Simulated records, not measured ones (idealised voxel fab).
The following process module bears the name voxel self aligned vias.
The figure presents cross-section cut, which has a width of 255 nm and is divided into square cells with an edge length of 5 nm.
When this document writes out a cross-section, it uses a grid of square cells and lists it as bands, beginning at the top and moving down, with a band standing for one or more rows of cells. Per band: top height and bottom height in nm, followed by the left-to-right materials and their widths in nm; "throughout" marks a single material spanning edge to edge, "air" marks empty space. The level at which height equals 0 is the one under which the wafer, as it arrives, is entirely one material. No lower edge exists for the bottom band, which continues downward and is notated as in "0..down". Width "30->40": first value at the band's top row of cells, second value at its bottom row, equal change from row to row. Key: "nothing got changed" - step with no changed cell in the cross-section. Reported under the label "Closed void table" are the empty spaces having no open way to the top and comprising 8 cells or more; the notation for each is width x height at distance, in which the distance is measured from the left edge and all three values are in nm. It should be noted that, on the line of a given step, the content following the step's settings is a remark produced by the simulator itself with respect to that step. For masked steps, "overlay nm" on the step line gives how far right of plan the mask actually lay; a minus sign means it lay to the left.
# Process steps foreseen in the plan
1 op RECEIVE | material Si
2 op CONFORMAL_DEP | material SiO2 | thk nm 15
3 op CONFORMAL_DEP | material SiCN | thk nm 5
4 op DIRECTIONAL_DEP | material SiO2 | thk nm 25
5 op PATTERN | tone open | mask id LINES | material resist | width nm 25 | pitch nm 65 | thk nm 20 | overlay nm 0
6 op DIRECTIONAL_ETCH | etch materials SiO2 | depth nm 25
7 op STRIP | etch materials resist
8 op CONFORMAL_DEP | material TiN | thk nm 5
9 op FILL_DEP | material W | thk nm 10
10 op CMP | height nm 45
11 op SELECTIVE_ETCH | etch materials W Ru TiN | depth nm 5
12 op FILL_DEP | material SiN | thk nm 10
13 op CMP | height nm 45
14 op DIRECTIONAL_DEP | material SiO2 | thk nm 20
15 op DIRECTIONAL_DEP | material aC | thk nm 15
16 op PATTERN | tone open | mask id VIAS | material resist | width nm 45 | pitch nm 65 | thk nm 30 | overlay nm 0
17 op DIRECTIONAL_ETCH | etch materials aC | depth nm 15
18 op STRIP | etch materials resist
19 op DIRECTIONAL_ETCH | etch materials SiO2 | depth nm 20
20 op DIRECTIONAL_ETCH | etch materials SiN | depth nm 5
21 op STRIP | etch materials aC
22 op CONFORMAL_DEP | material TiN | thk nm 5
23 op FILL_DEP | material W | thk nm 5
24 op CMP | height nm 65
25 op CONFORMAL_DEP | material SiN | thk nm 5
# On the first of the two wafers: run conducted according to plan
# The cross-section here shows the wafer as received, i.e. in its state after step 1
0..down  Si throughout
Closed void table: none
# Wafer xsec, post step 2
15..0  SiO2 throughout
Lower than 0, everything is as it was.
# Wafer xsec, post step 3
20..15  SiCN throughout
Lower than 15, everything is as it was.
# Wafer xsec, post step 4
45..20  SiO2 throughout
Lower than 20, everything is as it was.
# Wafer xsec, post step 5
65..45  resist: 50 / air: 25 / resist: 40 / air: 25 / resist: 40 / air: 25 / resist: 50
Lower than 45, everything is as it was.
# Wafer xsec, post step 6
65..45  resist: 50 / air: 25 / resist: 40 / air: 25 / resist: 40 / air: 25 / resist: 50
45..20  SiO2: 50 / air: 25 / SiO2: 40 / air: 25 / SiO2: 40 / air: 25 / SiO2: 50
Lower than 20, everything is as it was.
# Wafer xsec, post step 7
45..20  SiO2: 50 / air: 25 / SiO2: 40 / air: 25 / SiO2: 40 / air: 25 / SiO2: 50
Lower than 20, everything is as it was.
# Wafer xsec, post step 8
50..45  TiN: 55 / air: 15 / TiN: 50 / air: 15 / TiN: 50 / air: 15 / TiN: 55
45..25  SiO2: 50 / TiN: 5 / air: 15 / TiN: 5 / SiO2: 40 / TiN: 5 / air: 15 / TiN: 5 / SiO2: 40 / TiN: 5 / air: 15 / TiN: 5 / SiO2: 50
25..20  SiO2: 50 / TiN: 25 / SiO2: 40 / TiN: 25 / SiO2: 40 / TiN: 25 / SiO2: 50
Lower than 20, everything is as it was.
# Wafer xsec, post step 9
60..50  W throughout
50..45  TiN: 55 / W: 15 / TiN: 50 / W: 15 / TiN: 50 / W: 15 / TiN: 55
45..25  SiO2: 50 / TiN: 5 / W: 15 / TiN: 5 / SiO2: 40 / TiN: 5 / W: 15 / TiN: 5 / SiO2: 40 / TiN: 5 / W: 15 / TiN: 5 / SiO2: 50
Lower than 25, everything is as it was.
# Wafer xsec, post step 10
45..25  SiO2: 50 / TiN: 5 / W: 15 / TiN: 5 / SiO2: 40 / TiN: 5 / W: 15 / TiN: 5 / SiO2: 40 / TiN: 5 / W: 15 / TiN: 5 / SiO2: 50
Lower than 25, everything is as it was.
# Wafer xsec, post step 11
45..40  SiO2: 50 / air: 25 / SiO2: 40 / air: 25 / SiO2: 40 / air: 25 / SiO2: 50
Lower than 40, everything is as it was.
# Wafer xsec, post step 12
55..45  SiN throughout
45..40  SiO2: 50 / SiN: 25 / SiO2: 40 / SiN: 25 / SiO2: 40 / SiN: 25 / SiO2: 50
Lower than 40, everything is as it was.
# Wafer xsec, post step 13
45..40  SiO2: 50 / SiN: 25 / SiO2: 40 / SiN: 25 / SiO2: 40 / SiN: 25 / SiO2: 50
Lower than 40, everything is as it was.
# Wafer xsec, post step 14
65..45  SiO2 throughout
Lower than 45, everything is as it was.
# Wafer xsec, post step 15
80..65  aC throughout
Lower than 65, everything is as it was.
# Wafer xsec, post step 16
110..80  resist: 40 / air: 45 / resist: 20 / air: 45 / resist: 20 / air: 45 / resist: 40
Lower than 80, everything is as it was.
# Wafer xsec, post step 17
95..80  resist: 40 / air: 45 / resist: 20 / air: 45 / resist: 20 / air: 45 / resist: 40
80..65  aC: 40 / air: 45 / aC: 20 / air: 45 / aC: 20 / air: 45 / aC: 40
Lower than 65, everything is as it was.
# Wafer xsec, post step 18
80..65  aC: 40 / air: 45 / aC: 20 / air: 45 / aC: 20 / air: 45 / aC: 40
Lower than 65, everything is as it was.
# Wafer xsec, post step 19
80..65  aC: 40 / air: 45 / aC: 20 / air: 45 / aC: 20 / air: 45 / aC: 40
65..45  SiO2: 40 / air: 45 / SiO2: 20 / air: 45 / SiO2: 20 / air: 45 / SiO2: 40
Lower than 45, everything is as it was.
# Wafer xsec, post step 20
80..65  aC: 40 / air: 45 / aC: 20 / air: 45 / aC: 20 / air: 45 / aC: 40
65..45  SiO2: 40 / air: 45 / SiO2: 20 / air: 45 / SiO2: 20 / air: 45 / SiO2: 40
45..40  SiO2: 50 / air: 25 / SiO2: 40 / air: 25 / SiO2: 40 / air: 25 / SiO2: 50
Lower than 40, everything is as it was.
# Wafer xsec, post step 21
65..45  SiO2: 40 / air: 45 / SiO2: 20 / air: 45 / SiO2: 20 / air: 45 / SiO2: 40
Lower than 45, everything is as it was.
# Wafer xsec, post step 22
70..65  TiN: 45 / air: 35 / TiN: 30 / air: 35 / TiN: 30 / air: 35 / TiN: 45
65..50  SiO2: 40 / TiN: 5 / air: 35 / TiN: 5 / SiO2: 20 / TiN: 5 / air: 35 / TiN: 5 / SiO2: 20 / TiN: 5 / air: 35 / TiN: 5 / SiO2: 40
50..45  SiO2: 40 / TiN: 15 / air: 15 / TiN: 15 / SiO2: 20 / TiN: 15 / air: 15 / TiN: 15 / SiO2: 20 / TiN: 15 / air: 15 / TiN: 15 / SiO2: 40
45..40  SiO2: 50 / TiN: 25 / SiO2: 40 / TiN: 25 / SiO2: 40 / TiN: 25 / SiO2: 50
Lower than 40, everything is as it was.
# Wafer xsec, post step 23
75..70  W throughout
70..65  TiN: 45 / W: 35 / TiN: 30 / W: 35 / TiN: 30 / W: 35 / TiN: 45
65..50  SiO2: 40 / TiN: 5 / W: 35 / TiN: 5 / SiO2: 20 / TiN: 5 / W: 35 / TiN: 5 / SiO2: 20 / TiN: 5 / W: 35 / TiN: 5 / SiO2: 40
50..45  SiO2: 40 / TiN: 15 / W: 15 / TiN: 15 / SiO2: 20 / TiN: 15 / W: 15 / TiN: 15 / SiO2: 20 / TiN: 15 / W: 15 / TiN: 15 / SiO2: 40
Lower than 45, everything is as it was.
# Wafer xsec, post step 24
65..50  SiO2: 40 / TiN: 5 / W: 35 / TiN: 5 / SiO2: 20 / TiN: 5 / W: 35 / TiN: 5 / SiO2: 20 / TiN: 5 / W: 35 / TiN: 5 / SiO2: 40
Lower than 50, everything is as it was.
# Wafer xsec, post step 25
70..65  SiN throughout
Lower than 65, everything is as it was.
# The Second Wafer: Common Origin and Plan, One Mistake in Execution, Identical to the First Through Step 1
# Second wafer at the planned finish of step 2, seen in cross-section
30..0  SiO2 throughout
Lower than 0, everything is as it was.
# Second wafer at the planned finish of step 3, seen in cross-section
35..30  SiCN throughout
Lower than 30, everything is as it was.
# Second wafer at the planned finish of step 4, seen in cross-section
60..35  SiO2 throughout
Lower than 35, everything is as it was.
# Second wafer at the planned finish of step 5, seen in cross-section
80..60  resist: 50 / air: 25 / resist: 40 / air: 25 / resist: 40 / air: 25 / resist: 50
Lower than 60, everything is as it was.
# Second wafer at the planned finish of step 6, seen in cross-section
80..60  resist: 50 / air: 25 / resist: 40 / air: 25 / resist: 40 / air: 25 / resist: 50
60..35  SiO2: 50 / air: 25 / SiO2: 40 / air: 25 / SiO2: 40 / air: 25 / SiO2: 50
Lower than 35, everything is as it was.
# Second wafer at the planned finish of step 7, seen in cross-section
60..35  SiO2: 50 / air: 25 / SiO2: 40 / air: 25 / SiO2: 40 / air: 25 / SiO2: 50
Lower than 35, everything is as it was.
# Second wafer at the planned finish of step 8, seen in cross-section
65..60  TiN: 55 / air: 15 / TiN: 50 / air: 15 / TiN: 50 / air: 15 / TiN: 55
60..40  SiO2: 50 / TiN: 5 / air: 15 / TiN: 5 / SiO2: 40 / TiN: 5 / air: 15 / TiN: 5 / SiO2: 40 / TiN: 5 / air: 15 / TiN: 5 / SiO2: 50
40..35  SiO2: 50 / TiN: 25 / SiO2: 40 / TiN: 25 / SiO2: 40 / TiN: 25 / SiO2: 50
Lower than 35, everything is as it was.
# Second wafer at the planned finish of step 9, seen in cross-section
75..65  W throughout
65..60  TiN: 55 / W: 15 / TiN: 50 / W: 15 / TiN: 50 / W: 15 / TiN: 55
60..40  SiO2: 50 / TiN: 5 / W: 15 / TiN: 5 / SiO2: 40 / TiN: 5 / W: 15 / TiN: 5 / SiO2: 40 / TiN: 5 / W: 15 / TiN: 5 / SiO2: 50
Lower than 40, everything is as it was.
# Second wafer at the planned finish of step 10, seen in cross-section
45..40  SiO2: 50 / TiN: 5 / W: 15 / TiN: 5 / SiO2: 40 / TiN: 5 / W: 15 / TiN: 5 / SiO2: 40 / TiN: 5 / W: 15 / TiN: 5 / SiO2: 50
Lower than 40, everything is as it was.
# Second wafer at the planned finish of step 11, seen in cross-section
45..40  SiO2: 50 / air: 25 / SiO2: 40 / air: 25 / SiO2: 40 / air: 25 / SiO2: 50
Lower than 40, everything is as it was.
# Second wafer at the planned finish of step 12, seen in cross-section
55..45  SiN throughout
45..40  SiO2: 50 / SiN: 25 / SiO2: 40 / SiN: 25 / SiO2: 40 / SiN: 25 / SiO2: 50
Lower than 40, everything is as it was.
# Second wafer at the planned finish of step 13, seen in cross-section
45..40  SiO2: 50 / SiN: 25 / SiO2: 40 / SiN: 25 / SiO2: 40 / SiN: 25 / SiO2: 50
Lower than 40, everything is as it was.
# Second wafer at the planned finish of step 14, seen in cross-section
65..45  SiO2 throughout
Lower than 45, everything is as it was.
# Second wafer at the planned finish of step 15, seen in cross-section
80..65  aC throughout
Lower than 65, everything is as it was.
# Second wafer at the planned finish of step 16, seen in cross-section
110..80  resist: 40 / air: 45 / resist: 20 / air: 45 / resist: 20 / air: 45 / resist: 40
Lower than 80, everything is as it was.
# Second wafer at the planned finish of step 17, seen in cross-section
95..80  resist: 40 / air: 45 / resist: 20 / air: 45 / resist: 20 / air: 45 / resist: 40
80..65  aC: 40 / air: 45 / aC: 20 / air: 45 / aC: 20 / air: 45 / aC: 40
Lower than 65, everything is as it was.
# Second wafer at the planned finish of step 18, seen in cross-section
80..65  aC: 40 / air: 45 / aC: 20 / air: 45 / aC: 20 / air: 45 / aC: 40
Lower than 65, everything is as it was.
# Second wafer at the planned finish of step 19, seen in cross-section
80..65  aC: 40 / air: 45 / aC: 20 / air: 45 / aC: 20 / air: 45 / aC: 40
65..45  SiO2: 40 / air: 45 / SiO2: 20 / air: 45 / SiO2: 20 / air: 45 / SiO2: 40
Lower than 45, everything is as it was.
# Second wafer at the planned finish of step 20, seen in cross-section
80..65  aC: 40 / air: 45 / aC: 20 / air: 45 / aC: 20 / air: 45 / aC: 40
65..45  SiO2: 40 / air: 45 / SiO2: 20 / air: 45 / SiO2: 20 / air: 45 / SiO2: 40
45..40  SiO2: 50 / air: 25 / SiO2: 40 / air: 25 / SiO2: 40 / air: 25 / SiO2: 50
Lower than 40, everything is as it was.
# Second wafer at the planned finish of step 21, seen in cross-section
65..45  SiO2: 40 / air: 45 / SiO2: 20 / air: 45 / SiO2: 20 / air: 45 / SiO2: 40
Lower than 45, everything is as it was.
# Second wafer at the planned finish of step 22, seen in cross-section
70..65  TiN: 45 / air: 35 / TiN: 30 / air: 35 / TiN: 30 / air: 35 / TiN: 45
65..50  SiO2: 40 / TiN: 5 / air: 35 / TiN: 5 / SiO2: 20 / TiN: 5 / air: 35 / TiN: 5 / SiO2: 20 / TiN: 5 / air: 35 / TiN: 5 / SiO2: 40
50..45  SiO2: 40 / TiN: 15 / air: 15 / TiN: 15 / SiO2: 20 / TiN: 15 / air: 15 / TiN: 15 / SiO2: 20 / TiN: 15 / air: 15 / TiN: 15 / SiO2: 40
45..35  SiO2: 50 / TiN: 25 / SiO2: 40 / TiN: 25 / SiO2: 40 / TiN: 25 / SiO2: 50
Lower than 35, everything is as it was.
# Second wafer at the planned finish of step 23, seen in cross-section
75..70  W throughout
70..65  TiN: 45 / W: 35 / TiN: 30 / W: 35 / TiN: 30 / W: 35 / TiN: 45
65..50  SiO2: 40 / TiN: 5 / W: 35 / TiN: 5 / SiO2: 20 / TiN: 5 / W: 35 / TiN: 5 / SiO2: 20 / TiN: 5 / W: 35 / TiN: 5 / SiO2: 40
50..45  SiO2: 40 / TiN: 15 / W: 15 / TiN: 15 / SiO2: 20 / TiN: 15 / W: 15 / TiN: 15 / SiO2: 20 / TiN: 15 / W: 15 / TiN: 15 / SiO2: 40
Lower than 45, everything is as it was.
# Second wafer at the planned finish of step 24, seen in cross-section
65..50  SiO2: 40 / TiN: 5 / W: 35 / TiN: 5 / SiO2: 20 / TiN: 5 / W: 35 / TiN: 5 / SiO2: 20 / TiN: 5 / W: 35 / TiN: 5 / SiO2: 40
Lower than 50, everything is as it was.
# Second wafer at the planned finish of step 25, seen in cross-section
70..65  SiN throughout
Lower than 65, everything is as it was.
The mistake made against the process plan was this: execution of plan step 2 occurred twice
Count the cells at the end and the second wafer has more or fewer of some materials than the first: SiO2 +45; TiN -18; W -27
